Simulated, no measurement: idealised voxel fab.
The following is a process module called voxel self aligned vias.
Cross-section cut spans 265 nm and uses square cells 5 nm in size.
When this document writes out a cross-section, it uses a grid of square cells and lists it as bands, beginning at the top and moving down, with a band standing for one or more rows of cells.
What a band's entry tells you: where the top is and where the bottom is, as heights in nm, and after that what lies inside, material by material from left to right, each with its width in nm. Empty space is written as the word "blank", and a single material marked with the word "edge to edge" occupies the band from edge to edge.
Counting heights begins at 0, where everything beneath is, in the wafer as received, one material. The lowest band has no bottom; it goes on downwards, as "0 nm and below" shows.
Note: "30->40" means the width goes from the first number (top row of the band) to the second number (bottom row) in equal steps per row of cells.
"everything unchanged" (step): cross-section cells unchanged, all of them.
Any empty space of 8 cells or more lacking an open way to the top shows up in "Closed void roster" as width x height at distance, distance from the left edge, in nm.
Heads up: the bit after the settings on a step's line is the simulator's remark on that step.
If you see "overlay nm" on a step's line and that step has a mask, it's telling you how far right of where it was planned the mask ended up; a negative number means it went left instead.
Read each pair as before and after one process step. The after cross-section shows only down to the lowest band that changed. The step between them and its settings are given below the pair. Pairs can come from different runs of this module on the same starting wafer. A pair continues from the pair above only where its "Structure before processing" entry says so.

Structure before processing:
	0 nm and below | Si edge to edge
	Closed void roster: none

Sectional Result:
	15 nm to 0 nm | SiO2 edge to edge
	Below 0 it's all the same as before, nothing changed down there.
	Closed void roster: none
The step carried out between the cross-section before it and the cross-section after it, both shown above, is CONFORMAL_DEP with material SiO2, thk nm 15

Structure before processing: after-state, pair directly above.

Sectional Result:
	20 nm to 15 nm | SiCN edge to edge
	Below 15 it's all the same as before, nothing changed down there.
	Closed void roster: none
The step carried out between the cross-section before it and the cross-section after it, both shown above, is CONFORMAL_DEP with material SiCN, thk nm 5

Structure before processing: after-state, pair directly above.

Sectional Result:
	45 nm to 20 nm | SiO2 edge to edge
	Below 20 it's all the same as before, nothing changed down there.
	Closed void roster: none
The step carried out between the cross-section before it and the cross-section after it, both shown above, is DIRECTIONAL_DEP with material SiO2, thk nm 25

Structure before processing: after-state, pair directly above.

Sectional Result:
	65 nm to 45 nm | resist (45) | blank (30) | resist (40) | blank (30) | resist (40) | blank (30) | resist (50)
	Below 45 it's all the same as before, nothing changed down there.
	Closed void roster: none
The step carried out between the cross-section before it and the cross-section after it, both shown above, is PATTERN with tone open, mask id LINES, material resist, width nm 30, pitch nm 70, thk nm 20, overlay nm 0

Structure before processing: after-state, pair directly above.

Sectional Result:
	65 nm to 45 nm | resist (45) | blank (30) | resist (40) | blank (30) | resist (40) | blank (30) | resist (50)
	45 nm to 20 nm | SiO2 (45) | blank (30) | SiO2 (40) | blank (30) | SiO2 (40) | blank (30) | SiO2 (50)
	Below 20 it's all the same as before, nothing changed down there.
	Closed void roster: none
The step carried out between the cross-section before it and the cross-section after it, both shown above, is DIRECTIONAL_ETCH with etch materials SiO2, depth nm 25

Structure before processing: after-state, pair directly above.

Sectional Result:
	45 nm to 20 nm | SiO2 (45) | blank (30) | SiO2 (40) | blank (30) | SiO2 (40) | blank (30) | SiO2 (50)
	Below 20 it's all the same as before, nothing changed down there.
	Closed void roster: none
The step carried out between the cross-section before it and the cross-section after it, both shown above, is STRIP with etch materials resist

Structure before processing: after-state, pair directly above.

Sectional Result:
	50 nm to 45 nm | TiN (50) | blank (20) | TiN (50) | blank (20) | TiN (50) | blank (20) | TiN (55)
	45 nm to 25 nm | SiO2 (45) | TiN (5) | blank (20) | TiN (5) | SiO2 (40) | TiN (5) | blank (20) | TiN (5) | SiO2 (40) | TiN (5) | blank (20) | TiN (5) | SiO2 (50)
	25 nm to 20 nm | SiO2 (45) | TiN (30) | SiO2 (40) | TiN (30) | SiO2 (40) | TiN (30) | SiO2 (50)
	Below 20 it's all the same as before, nothing changed down there.
	Closed void roster: none
The step carried out between the cross-section before it and the cross-section after it, both shown above, is CONFORMAL_DEP with material TiN, thk nm 5

Structure before processing: after-state, pair directly above.

Sectional Result:
	55 nm to 50 nm | Ru edge to edge
	50 nm to 45 nm | TiN (50) | Ru (20) | TiN (50) | Ru (20) | TiN (50) | Ru (20) | TiN (55)
	45 nm to 25 nm | SiO2 (45) | TiN (5) | Ru (20) | TiN (5) | SiO2 (40) | TiN (5) | Ru (20) | TiN (5) | SiO2 (40) | TiN (5) | Ru (20) | TiN (5) | SiO2 (50)
	Below 25 it's all the same as before, nothing changed down there.
	Closed void roster: none
The step carried out between the cross-section before it and the cross-section after it, both shown above, is FILL_DEP with material Ru, thk nm 5

Structure before processing: after-state, pair directly above.

Sectional Result:
	45 nm to 25 nm | SiO2 (45) | TiN (5) | Ru (20) | TiN (5) | SiO2 (40) | TiN (5) | Ru (20) | TiN (5) | SiO2 (40) | TiN (5) | Ru (20) | TiN (5) | SiO2 (50)
	Below 25 it's all the same as before, nothing changed down there.
	Closed void roster: none
The step carried out between the cross-section before it and the cross-section after it, both shown above, is CMP with height nm 45

Structure before processing: after-state, pair directly above.

Sectional Result:
	45 nm to 35 nm | SiO2 (45) | blank (30) | SiO2 (40) | blank (30) | SiO2 (40) | blank (30) | SiO2 (50)
	Below 35 it's all the same as before, nothing changed down there.
	Closed void roster: none
The step carried out between the cross-section before it and the cross-section after it, both shown above, is SELECTIVE_ETCH with etch materials W Ru TiN, depth nm 10

Structure before processing: after-state, pair directly above.

Sectional Result:
	55 nm to 45 nm | SiN edge to edge
	45 nm to 35 nm | SiO2 (45) | SiN (30) | SiO2 (40) | SiN (30) | SiO2 (40) | SiN (30) | SiO2 (50)
	Below 35 it's all the same as before, nothing changed down there.
	Closed void roster: none
The step carried out between the cross-section before it and the cross-section after it, both shown above, is FILL_DEP with material SiN, thk nm 10

Structure before processing: after-state, pair directly above.

Sectional Result:
	45 nm to 35 nm | SiO2 (45) | SiN (30) | SiO2 (40) | SiN (30) | SiO2 (40) | SiN (30) | SiO2 (50)
	Below 35 it's all the same as before, nothing changed down there.
	Closed void roster: none
The step carried out between the cross-section before it and the cross-section after it, both shown above, is CMP with height nm 45

Structure before processing: after-state, pair directly above.

Sectional Result:
	60 nm to 45 nm | SiO2 edge to edge
	Below 45 it's all the same as before, nothing changed down there.
	Closed void roster: none
The step carried out between the cross-section before it and the cross-section after it, both shown above, is DIRECTIONAL_DEP with material SiO2, thk nm 15

Structure before processing: after-state, pair directly above.

Sectional Result:
	75 nm to 60 nm | aC edge to edge
	Below 60 it's all the same as before, nothing changed down there.
	Closed void roster: none
The step carried out between the cross-section before it and the cross-section after it, both shown above, is DIRECTIONAL_DEP with material aC, thk nm 15

Structure before processing: after-state, pair directly above.

Sectional Result:
	110 nm to 75 nm | resist (40) | blank (40) | resist (30) | blank (40) | resist (30) | blank (40) | resist (45)
	Below 75 it's all the same as before, nothing changed down there.
	Closed void roster: none
The step carried out between the cross-section before it and the cross-section after it, both shown above, is PATTERN with tone open, mask id VIAS, material resist, width nm 40, pitch nm 70, thk nm 35, overlay nm 0

Structure before processing: after-state, pair directly above.

Sectional Result:
	95 nm to 75 nm | resist (40) | blank (40) | resist (30) | blank (40) | resist (30) | blank (40) | resist (45)
	75 nm to 60 nm | aC (40) | blank (40) | aC (30) | blank (40) | aC (30) | blank (40) | aC (45)
	Below 60 it's all the same as before, nothing changed down there.
	Closed void roster: none
The step carried out between the cross-section before it and the cross-section after it, both shown above, is DIRECTIONAL_ETCH with etch materials aC, depth nm 15

Structure before processing: after-state, pair directly above.

Sectional Result:
	75 nm to 60 nm | aC (40) | blank (40) | aC (30) | blank (40) | aC (30) | blank (40) | aC (45)
	Below 60 it's all the same as before, nothing changed down there.
	Closed void roster: none
The step carried out between the cross-section before it and the cross-section after it, both shown above, is STRIP with etch materials resist

Structure before processing: after-state, pair directly above.

Sectional Result:
	75 nm to 60 nm | aC (40) | blank (40) | aC (30) | blank (40) | aC (30) | blank (40) | aC (45)
	60 nm to 45 nm | SiO2 (40) | blank (40) | SiO2 (30) | blank (40) | SiO2 (30) | blank (40) | SiO2 (45)
	Below 45 it's all the same as before, nothing changed down there.
	Closed void roster: none
The step carried out between the cross-section before it and the cross-section after it, both shown above, is DIRECTIONAL_ETCH with etch materials SiO2, depth nm 15

Structure before processing: after-state, pair directly above.

Sectional Result:
	75 nm to 60 nm | aC (40) | blank (40) | aC (30) | blank (40) | aC (30) | blank (40) | aC (45)
	60 nm to 45 nm | SiO2 (40) | blank (40) | SiO2 (30) | blank (40) | SiO2 (30) | blank (40) | SiO2 (45)
	45 nm to 35 nm | SiO2 (45) | blank (30) | SiO2 (40) | blank (30) | SiO2 (40) | blank (30) | SiO2 (50)
	Below 35 it's all the same as before, nothing changed down there.
	Closed void roster: none
The step carried out between the cross-section before it and the cross-section after it, both shown above, is DIRECTIONAL_ETCH with etch materials SiN, depth nm 10

Structure before processing: after-state, pair directly above.

Sectional Result:
	60 nm to 45 nm | SiO2 (40) | blank (40) | SiO2 (30) | blank (40) | SiO2 (30) | blank (40) | SiO2 (45)
	Below 45 it's all the same as before, nothing changed down there.
	Closed void roster: none
The step carried out between the cross-section before it and the cross-section after it, both shown above, is STRIP with etch materials aC

Structure before processing: after-state, pair directly above.

Sectional Result:
	65 nm to 60 nm | TiN (45) | blank (30) | TiN (40) | blank (30) | TiN (40) | blank (30) | TiN (50)
	60 nm to 50 nm | SiO2 (40) | TiN (5) | blank (30) | TiN (5) | SiO2 (30) | TiN (5) | blank (30) | TiN (5) | SiO2 (30) | TiN (5) | blank (30) | TiN (5) | SiO2 (45)
	50 nm to 40 nm | SiO2 (40->45) | TiN (10->5) | blank (20) | TiN (10->5) | SiO2 (30->40) | TiN (10->5) | blank (20) | TiN (10->5) | SiO2 (30->40) | TiN (10->5) | blank (20) | TiN (10->5) | SiO2 (45->50)
	40 nm to 35 nm | SiO2 (45) | TiN (30) | SiO2 (40) | TiN (30) | SiO2 (40) | TiN (30) | SiO2 (50)
	Below 35 it's all the same as before, nothing changed down there.
	Closed void roster: none
The step carried out between the cross-section before it and the cross-section after it, both shown above, is CONFORMAL_DEP with material TiN, thk nm 5

Structure before processing: after-state, pair directly above.

Sectional Result:
	75 nm to 65 nm | W edge to edge
	65 nm to 60 nm | TiN (45) | W (30) | TiN (40) | W (30) | TiN (40) | W (30) | TiN (50)
	60 nm to 50 nm | SiO2 (40) | TiN (5) | W (30) | TiN (5) | SiO2 (30) | TiN (5) | W (30) | TiN (5) | SiO2 (30) | TiN (5) | W (30) | TiN (5) | SiO2 (45)
	50 nm to 40 nm | SiO2 (40->45) | TiN (10->5) | W (20) | TiN (10->5) | SiO2 (30->40) | TiN (10->5) | W (20) | TiN (10->5) | SiO2 (30->40) | TiN (10->5) | W (20) | TiN (10->5) | SiO2 (45->50)
	Below 40 it's all the same as before, nothing changed down there.
	Closed void roster: none
The step carried out between the cross-section before it and the cross-section after it, both shown above, is FILL_DEP with material W, thk nm 10

Structure before processing: after-state, pair directly above.

Sectional Result:
	60 nm to 50 nm | SiO2 (40) | TiN (5) | W (30) | TiN (5) | SiO2 (30) | TiN (5) | W (30) | TiN (5) | SiO2 (30) | TiN (5) | W (30) | TiN (5) | SiO2 (45)
	Below 50 it's all the same as before, nothing changed down there.
	Closed void roster: none
The step carried out between the cross-section before it and the cross-section after it, both shown above, is CMP with height nm 60

Structure before processing: after-state, pair directly above.

Sectional Result:
	65 nm to 60 nm | SiCN edge to edge
	Below 60 it's all the same as before, nothing changed down there.
	Closed void roster: none
The step carried out between the cross-section before it and the cross-section after it, both shown above, is CONFORMAL_DEP with material SiCN, thk nm 5

Structure before processing:
	75 nm to 65 nm | W edge to edge
	65 nm to 60 nm | TiN (45) | W (30) | TiN (40) | W (30) | TiN (40) | W (30) | TiN (50)
	60 nm to 50 nm | SiO2 (40) | TiN (5) | W (30) | TiN (5) | SiO2 (30) | TiN (5) | W (30) | TiN (5) | SiO2 (30) | TiN (5) | W (30) | TiN (5) | SiO2 (45)
	50 nm to 40 nm | SiO2 (40->45) | TiN (10->5) | W (20) | TiN (10->5) | SiO2 (30->40) | TiN (10->5) | W (20) | TiN (10->5) | SiO2 (30->40) | TiN (10->5) | W (20) | TiN (10->5) | SiO2 (45->50)
	40 nm to 35 nm | SiO2 (45) | TiN (30) | SiO2 (40) | TiN (30) | SiO2 (40) | TiN (30) | SiO2 (50)
	35 nm to 25 nm | SiO2 (45) | TiN (5) | Ru (20) | TiN (5) | SiO2 (40) | TiN (5) | Ru (20) | TiN (5) | SiO2 (40) | TiN (5) | Ru (20) | TiN (5) | SiO2 (50)
	25 nm to 20 nm | SiO2 (45) | TiN (30) | SiO2 (40) | TiN (30) | SiO2 (40) | TiN (30) | SiO2 (50)
	20 nm to 15 nm | SiCN edge to edge
	15 nm to 0 nm | SiO2 edge to edge
	0 nm and below | Si edge to edge
	Closed void roster: none

Sectional Result:
	80 nm to 75 nm | SiCN edge to edge
	Below 75 it's all the same as before, nothing changed down there.
	Closed void roster: none
The step carried out between the cross-section before it and the cross-section after it, both shown above, is CONFORMAL_DEP with material SiCN, thk nm 5

Structure before processing:
	75 nm to 60 nm | aC (40) | blank (40) | aC (30) | blank (40) | aC (30) | blank (40) | aC (45)
	60 nm to 45 nm | SiO2 (40) | blank (40) | SiO2 (30) | blank (40) | SiO2 (30) | blank (40) | SiO2 (45)
	45 nm to 35 nm | SiO2 (45) | SiN (30) | SiO2 (40) | SiN (30) | SiO2 (40) | SiN (30) | SiO2 (50)
	35 nm to 25 nm | SiO2 (45) | TiN (5) | Ru (20) | TiN (5) | SiO2 (40) | TiN (5) | Ru (20) | TiN (5) | SiO2 (40) | TiN (5) | Ru (20) | TiN (5) | SiO2 (50)
	25 nm to 20 nm | SiO2 (45) | TiN (30) | SiO2 (40) | TiN (30) | SiO2 (40) | TiN (30) | SiO2 (50)
	20 nm to 15 nm | SiCN edge to edge
	15 nm to 0 nm | SiO2 edge to edge
	0 nm and below | Si edge to edge
	Closed void roster: none

Sectional Result:
	75 nm to 60 nm | aC (40) | blank (40) | aC (30) | blank (40) | aC (30) | blank (40) | aC (45)
	60 nm to 45 nm | SiO2 (40) | blank (40) | SiO2 (30) | blank (40) | SiO2 (30) | blank (40) | SiO2 (45)
	45 nm to 35 nm | SiO2 (40) | blank (5) | SiN (30) | blank (5) | SiO2 (30) | blank (5) | SiN (30) | blank (5) | SiO2 (30) | blank (5) | SiN (30) | blank (5) | SiO2 (45)
	35 nm to 30 nm | SiO2 (40) | blank (5) | TiN (5) | Ru (20) | TiN (5) | blank (5) | SiO2 (30) | blank (5) | TiN (5) | Ru (20) | TiN (5) | blank (5) | SiO2 (30) | blank (5) | TiN (5) | Ru (20) | TiN (5) | blank (5) | SiO2 (45)
	Below 30 it's all the same as before, nothing changed down there.
	Closed void roster: none
The step carried out between the cross-section before it and the cross-section after it, both shown above, is DIRECTIONAL_ETCH with etch materials SiO2, depth nm 15

Structure before processing: after-state, pair directly above.

Sectional Result:
	75 nm to 60 nm | aC (40) | blank (40) | aC (30) | blank (40) | aC (30) | blank (40) | aC (45)
	60 nm to 35 nm | SiO2 (40) | blank (40) | SiO2 (30) | blank (40) | SiO2 (30) | blank (40) | SiO2 (45)
	Below 35 it's all the same as before, nothing changed down there.
	Closed void roster: none
The step carried out between the cross-section before it and the cross-section after it, both shown above, is DIRECTIONAL_ETCH with etch materials SiN, depth nm 10

Structure before processing: after-state, pair directly above.

Sectional Result:
	60 nm to 35 nm | SiO2 (40) | blank (40) | SiO2 (30) | blank (40) | SiO2 (30) | blank (40) | SiO2 (45)
	Below 35 it's all the same as before, nothing changed down there.
	Closed void roster: none
The step carried out between the cross-section before it and the cross-section after it, both shown above, is STRIP with etch materials aC

Structure before processing: after-state, pair directly above.

Sectional Result:
	65 nm to 60 nm | TiN (45) | blank (30) | TiN (40) | blank (30) | TiN (40) | blank (30) | TiN (50)
	60 nm to 40 nm | SiO2 (40) | TiN (5) | blank (30) | TiN (5) | SiO2 (30) | TiN (5) | blank (30) | TiN (5) | SiO2 (30) | TiN (5) | blank (30) | TiN (5) | SiO2 (45)
	40 nm to 35 nm | SiO2 (40) | TiN (40) | SiO2 (30) | TiN (40) | SiO2 (30) | TiN (40) | SiO2 (45)
	35 nm to 25 nm | SiO2 (40->45) | TiN (10->5) | Ru (20) | TiN (10->5) | SiO2 (30->40) | TiN (10->5) | Ru (20) | TiN (10->5) | SiO2 (30->40) | TiN (10->5) | Ru (20) | TiN (10->5) | SiO2 (45->50)
	Below 25 it's all the same as before, nothing changed down there.
	Closed void roster: none
The step carried out between the cross-section before it and the cross-section after it, both shown above, is CONFORMAL_DEP with material TiN, thk nm 5

Structure before processing: after-state, pair directly above.

Sectional Result:
	75 nm to 65 nm | W edge to edge
	65 nm to 60 nm | TiN (45) | W (30) | TiN (40) | W (30) | TiN (40) | W (30) | TiN (50)
	60 nm to 40 nm | SiO2 (40) | TiN (5) | W (30) | TiN (5) | SiO2 (30) | TiN (5) | W (30) | TiN (5) | SiO2 (30) | TiN (5) | W (30) | TiN (5) | SiO2 (45)
	Below 40 it's all the same as before, nothing changed down there.
	Closed void roster: none
The step carried out between the cross-section before it and the cross-section after it, both shown above, is FILL_DEP with material W, thk nm 10

Structure before processing: after-state, pair directly above.

Sectional Result:
	60 nm to 40 nm | SiO2 (40) | TiN (5) | W (30) | TiN (5) | SiO2 (30) | TiN (5) | W (30) | TiN (5) | SiO2 (30) | TiN (5) | W (30) | TiN (5) | SiO2 (45)
	Below 40 it's all the same as before, nothing changed down there.
	Closed void roster: none
The step carried out between the cross-section before it and the cross-section after it, both shown above, is CMP with height nm 60

Structure before processing: after-state, pair directly above.

Sectional Result:
	65 nm to 60 nm | SiCN edge to edge
	Below 60 it's all the same as before, nothing changed down there.
	Closed void roster: none
The step carried out between the cross-section before it and the cross-section after it, both shown above, is CONFORMAL_DEP with material SiCN, thk nm 5

Structure before processing:
	15 nm to 0 nm | SiO2 edge to edge
	0 nm and below | Si edge to edge
	Closed void roster: none

Sectional Result:
	40 nm to 0 nm | SiO2 edge to edge
	Below 0 it's all the same as before, nothing changed down there.
	Closed void roster: none
The step carried out between the cross-section before it and the cross-section after it, both shown above, is DIRECTIONAL_DEP with material SiO2, thk nm 25

Structure before processing: after-state, pair directly above.

Sectional Result:
	45 nm to 40 nm | SiCN edge to edge
	Below 40 it's all the same as before, nothing changed down there.
	Closed void roster: none
The step carried out between the cross-section before it and the cross-section after it, both shown above, is CONFORMAL_DEP with material SiCN, thk nm 5

Structure before processing: after-state, pair directly above.

Sectional Result:
	65 nm to 45 nm | resist (45) | blank (30) | resist (40) | blank (30) | resist (40) | blank (30) | resist (50)
	Below 45 it's all the same as before, nothing changed down there.
	Closed void roster: none
The step carried out between the cross-section before it and the cross-section after it, both shown above, is PATTERN with tone open, mask id LINES, material resist, width nm 30, pitch nm 70, thk nm 20, overlay nm 0

Structure before processing: after-state, pair directly above.

Sectional Result:
	45 nm to 40 nm | SiCN edge to edge
	Below 40 it's all the same as before, nothing changed down there.
	Closed void roster: none
The step carried out between the cross-section before it and the cross-section after it, both shown above, is STRIP with etch materials resist

Structure before processing: after-state, pair directly above.

Sectional Result:
	50 nm to 45 nm | TiN edge to edge
	Below 45 it's all the same as before, nothing changed down there.
	Closed void roster: none
The step carried out between the cross-section before it and the cross-section after it, both shown above, is CONFORMAL_DEP with material TiN, thk nm 5

Structure before processing: after-state, pair directly above.

Sectional Result:
	55 nm to 50 nm | Ru edge to edge
	Below 50 it's all the same as before, nothing changed down there.
	Closed void roster: none
The step carried out between the cross-section before it and the cross-section after it, both shown above, is FILL_DEP with material Ru, thk nm 5

Structure before processing: after-state, pair directly above.

Sectional Result:
	45 nm to 40 nm | SiCN edge to edge
	Below 40 it's all the same as before, nothing changed down there.
	Closed void roster: none
The step carried out between the cross-section before it and the cross-section after it, both shown above, is CMP with height nm 45

Structure before processing: after-state, pair directly above.

Sectional Result:
	55 nm to 45 nm | SiN edge to edge
	Below 45 it's all the same as before, nothing changed down there.
	Closed void roster: none
The step carried out between the cross-section before it and the cross-section after it, both shown above, is FILL_DEP with material SiN, thk nm 10

Structure before processing: after-state, pair directly above.

Sectional Result:
	45 nm to 40 nm | SiCN edge to edge
	Below 40 it's all the same as before, nothing changed down there.
	Closed void roster: none
The step carried out between the cross-section before it and the cross-section after it, both shown above, is CMP with height nm 45

Structure before processing: after-state, pair directly above.

Sectional Result:
	60 nm to 45 nm | SiO2 edge to edge
	Below 45 it's all the same as before, nothing changed down there.
	Closed void roster: none
The step carried out between the cross-section before it and the cross-section after it, both shown above, is DIRECTIONAL_DEP with material SiO2, thk nm 15

Structure before processing: after-state, pair directly above.

Sectional Result:
	75 nm to 60 nm | aC edge to edge
	Below 60 it's all the same as before, nothing changed down there.
	Closed void roster: none
The step carried out between the cross-section before it and the cross-section after it, both shown above, is DIRECTIONAL_DEP with material aC, thk nm 15

Structure before processing: after-state, pair directly above.

Sectional Result:
	110 nm to 75 nm | resist (40) | blank (40) | resist (30) | blank (40) | resist (30) | blank (40) | resist (45)
	Below 75 it's all the same as before, nothing changed down there.
	Closed void roster: none
The step carried out between the cross-section before it and the cross-section after it, both shown above, is PATTERN with tone open, mask id VIAS, material resist, width nm 40, pitch nm 70, thk nm 35, overlay nm 0

Structure before processing: after-state, pair directly above.

Sectional Result:
	95 nm to 75 nm | resist (40) | blank (40) | resist (30) | blank (40) | resist (30) | blank (40) | resist (45)
	75 nm to 60 nm | aC (40) | blank (40) | aC (30) | blank (40) | aC (30) | blank (40) | aC (45)
	Below 60 it's all the same as before, nothing changed down there.
	Closed void roster: none
The step carried out between the cross-section before it and the cross-section after it, both shown above, is DIRECTIONAL_ETCH with etch materials aC, depth nm 15

Structure before processing: after-state, pair directly above.

Sectional Result:
	75 nm to 60 nm | aC (40) | blank (40) | aC (30) | blank (40) | aC (30) | blank (40) | aC (45)
	Below 60 it's all the same as before, nothing changed down there.
	Closed void roster: none
The step carried out between the cross-section before it and the cross-section after it, both shown above, is STRIP with etch materials resist

Structure before processing: after-state, pair directly above.

Sectional Result:
	75 nm to 60 nm | aC (40) | blank (40) | aC (30) | blank (40) | aC (30) | blank (40) | aC (45)
	60 nm to 45 nm | SiO2 (40) | blank (40) | SiO2 (30) | blank (40) | SiO2 (30) | blank (40) | SiO2 (45)
	Below 45 it's all the same as before, nothing changed down there.
	Closed void roster: none
The step carried out between the cross-section before it and the cross-section after it, both shown above, is DIRECTIONAL_ETCH with etch materials SiO2, depth nm 15

Structure before processing: after-state, pair directly above.

Sectional Result:
	60 nm to 45 nm | SiO2 (40) | blank (40) | SiO2 (30) | blank (40) | SiO2 (30) | blank (40) | SiO2 (45)
	Below 45 it's all the same as before, nothing changed down there.
	Closed void roster: none
The step carried out between the cross-section before it and the cross-section after it, both shown above, is STRIP with etch materials aC

Structure before processing: after-state, pair directly above.

Sectional Result:
	65 nm to 60 nm | TiN (45) | blank (30) | TiN (40) | blank (30) | TiN (40) | blank (30) | TiN (50)
	60 nm to 50 nm | SiO2 (40) | TiN (5) | blank (30) | TiN (5) | SiO2 (30) | TiN (5) | blank (30) | TiN (5) | SiO2 (30) | TiN (5) | blank (30) | TiN (5) | SiO2 (45)
	50 nm to 45 nm | SiO2 (40) | TiN (40) | SiO2 (30) | TiN (40) | SiO2 (30) | TiN (40) | SiO2 (45)
	Below 45 it's all the same as before, nothing changed down there.
	Closed void roster: none
The step carried out between the cross-section before it and the cross-section after it, both shown above, is CONFORMAL_DEP with material TiN, thk nm 5

Structure before processing: after-state, pair directly above.

Sectional Result:
	75 nm to 65 nm | W edge to edge
	65 nm to 60 nm | TiN (45) | W (30) | TiN (40) | W (30) | TiN (40) | W (30) | TiN (50)
	60 nm to 50 nm | SiO2 (40) | TiN (5) | W (30) | TiN (5) | SiO2 (30) | TiN (5) | W (30) | TiN (5) | SiO2 (30) | TiN (5) | W (30) | TiN (5) | SiO2 (45)
	Below 50 it's all the same as before, nothing changed down there.
	Closed void roster: none
The step carried out between the cross-section before it and the cross-section after it, both shown above, is FILL_DEP with material W, thk nm 10

Structure before processing: after-state, pair directly above.

Sectional Result:
	60 nm to 50 nm | SiO2 (40) | TiN (5) | W (30) | TiN (5) | SiO2 (30) | TiN (5) | W (30) | TiN (5) | SiO2 (30) | TiN (5) | W (30) | TiN (5) | SiO2 (45)
	Below 50 it's all the same as before, nothing changed down there.
	Closed void roster: none
The step carried out between the cross-section before it and the cross-section after it, both shown above, is CMP with height nm 60

Structure before processing: after-state, pair directly above.

Sectional Result:
	65 nm to 60 nm | SiCN edge to edge
	Below 60 it's all the same as before, nothing changed down there.
	Closed void roster: none
The step carried out between the cross-section before it and the cross-section after it, both shown above, is CONFORMAL_DEP with material SiCN, thk nm 5

Structure before processing:
	0 nm and below | Si edge to edge
	Closed void roster: none

Sectional Result:
	10 nm to 0 nm | SiO2 edge to edge
	Below 0 it's all the same as before, nothing changed down there.
	Closed void roster: none
The step carried out between the cross-section before it and the cross-section after it, both shown above, is CONFORMAL_DEP with material SiO2, thk nm 10

Structure before processing: after-state, pair directly above.

Sectional Result:
	15 nm to 10 nm | SiCN edge to edge
	Below 10 it's all the same as before, nothing changed down there.
	Closed void roster: none
The step carried out between the cross-section before it and the cross-section after it, both shown above, is CONFORMAL_DEP with material SiCN, thk nm 5

Structure before processing: after-state, pair directly above.

Sectional Result:
	40 nm to 15 nm | SiO2 edge to edge
	Below 15 it's all the same as before, nothing changed down there.
	Closed void roster: none
The step carried out between the cross-section before it and the cross-section after it, both shown above, is DIRECTIONAL_DEP with material SiO2, thk nm 25

Structure before processing: after-state, pair directly above.

Sectional Result:
	60 nm to 40 nm | resist (45) | blank (30) | resist (40) | blank (30) | resist (40) | blank (30) | resist (50)
	Below 40 it's all the same as before, nothing changed down there.
	Closed void roster: none
The step carried out between the cross-section before it and the cross-section after it, both shown above, is PATTERN with tone open, mask id LINES, material resist, width nm 30, pitch nm 70, thk nm 20, overlay nm 0

Structure before processing: after-state, pair directly above.

Sectional Result:
	60 nm to 40 nm | resist (45) | blank (30) | resist (40) | blank (30) | resist (40) | blank (30) | resist (50)
	40 nm to 15 nm | SiO2 (45) | blank (30) | SiO2 (40) | blank (30) | SiO2 (40) | blank (30) | SiO2 (50)
	Below 15 it's all the same as before, nothing changed down there.
	Closed void roster: none
The step carried out between the cross-section before it and the cross-section after it, both shown above, is DIRECTIONAL_ETCH with etch materials SiO2, depth nm 25

Structure before processing: after-state, pair directly above.

Sectional Result:
	40 nm to 15 nm | SiO2 (45) | blank (30) | SiO2 (40) | blank (30) | SiO2 (40) | blank (30) | SiO2 (50)
	Below 15 it's all the same as before, nothing changed down there.
	Closed void roster: none
The step carried out between the cross-section before it and the cross-section after it, both shown above, is STRIP with etch materials resist

Structure before processing: after-state, pair directly above.

Sectional Result:
	45 nm to 40 nm | TiN (50) | blank (20) | TiN (50) | blank (20) | TiN (50) | blank (20) | TiN (55)
	40 nm to 20 nm | SiO2 (45) | TiN (5) | blank (20) | TiN (5) | SiO2 (40) | TiN (5) | blank (20) | TiN (5) | SiO2 (40) | TiN (5) | blank (20) | TiN (5) | SiO2 (50)
	20 nm to 15 nm | SiO2 (45) | TiN (30) | SiO2 (40) | TiN (30) | SiO2 (40) | TiN (30) | SiO2 (50)
	Below 15 it's all the same as before, nothing changed down there.
	Closed void roster: none
The step carried out between the cross-section before it and the cross-section after it, both shown above, is CONFORMAL_DEP with material TiN, thk nm 5

Structure before processing: after-state, pair directly above.

Sectional Result:
	50 nm to 45 nm | Ru edge to edge
	45 nm to 40 nm | TiN (50) | Ru (20) | TiN (50) | Ru (20) | TiN (50) | Ru (20) | TiN (55)
	40 nm to 20 nm | SiO2 (45) | TiN (5) | Ru (20) | TiN (5) | SiO2 (40) | TiN (5) | Ru (20) | TiN (5) | SiO2 (40) | TiN (5) | Ru (20) | TiN (5) | SiO2 (50)
	Below 20 it's all the same as before, nothing changed down there.
	Closed void roster: none
The step carried out between the cross-section before it and the cross-section after it, both shown above, is FILL_DEP with material Ru, thk nm 5

Structure before processing: after-state, pair directly above.

Sectional Result:
	45 nm to 40 nm | TiN (50) | Ru (20) | TiN (50) | Ru (20) | TiN (50) | Ru (20) | TiN (55)
	Below 40 it's all the same as before, nothing changed down there.
	Closed void roster: none
The step carried out between the cross-section before it and the cross-section after it, both shown above, is CMP with height nm 45

Structure before processing: after-state, pair directly above.

Sectional Result:
	40 nm to 35 nm | SiO2 (45) | blank (30) | SiO2 (40) | blank (30) | SiO2 (40) | blank (30) | SiO2 (50)
	Below 35 it's all the same as before, nothing changed down there.
	Closed void roster: none
The step carried out between the cross-section before it and the cross-section after it, both shown above, is SELECTIVE_ETCH with etch materials W Ru TiN, depth nm 10

Structure before processing: after-state, pair directly above.

Sectional Result:
	50 nm to 40 nm | SiN edge to edge
	40 nm to 35 nm | SiO2 (45) | SiN (30) | SiO2 (40) | SiN (30) | SiO2 (40) | SiN (30) | SiO2 (50)
	Below 35 it's all the same as before, nothing changed down there.
	Closed void roster: none
The step carried out between the cross-section before it and the cross-section after it, both shown above, is FILL_DEP with material SiN, thk nm 10

Structure before processing: after-state, pair directly above.

Sectional Result:
	45 nm to 40 nm | SiN edge to edge
	Below 40 it's all the same as before, nothing changed down there.
	Closed void roster: none
The step carried out between the cross-section before it and the cross-section after it, both shown above, is CMP with height nm 45

Structure before processing: after-state, pair directly above.

Sectional Result:
	60 nm to 45 nm | SiO2 edge to edge
	Below 45 it's all the same as before, nothing changed down there.
	Closed void roster: none
The step carried out between the cross-section before it and the cross-section after it, both shown above, is DIRECTIONAL_DEP with material SiO2, thk nm 15

Structure before processing: after-state, pair directly above.

Sectional Result:
	75 nm to 60 nm | aC edge to edge
	Below 60 it's all the same as before, nothing changed down there.
	Closed void roster: none
The step carried out between the cross-section before it and the cross-section after it, both shown above, is DIRECTIONAL_DEP with material aC, thk nm 15

Structure before processing: after-state, pair directly above.

Sectional Result:
	110 nm to 75 nm | resist (40) | blank (40) | resist (30) | blank (40) | resist (30) | blank (40) | resist (45)
	Below 75 it's all the same as before, nothing changed down there.
	Closed void roster: none
The step carried out between the cross-section before it and the cross-section after it, both shown above, is PATTERN with tone open, mask id VIAS, material resist, width nm 40, pitch nm 70, thk nm 35, overlay nm 0
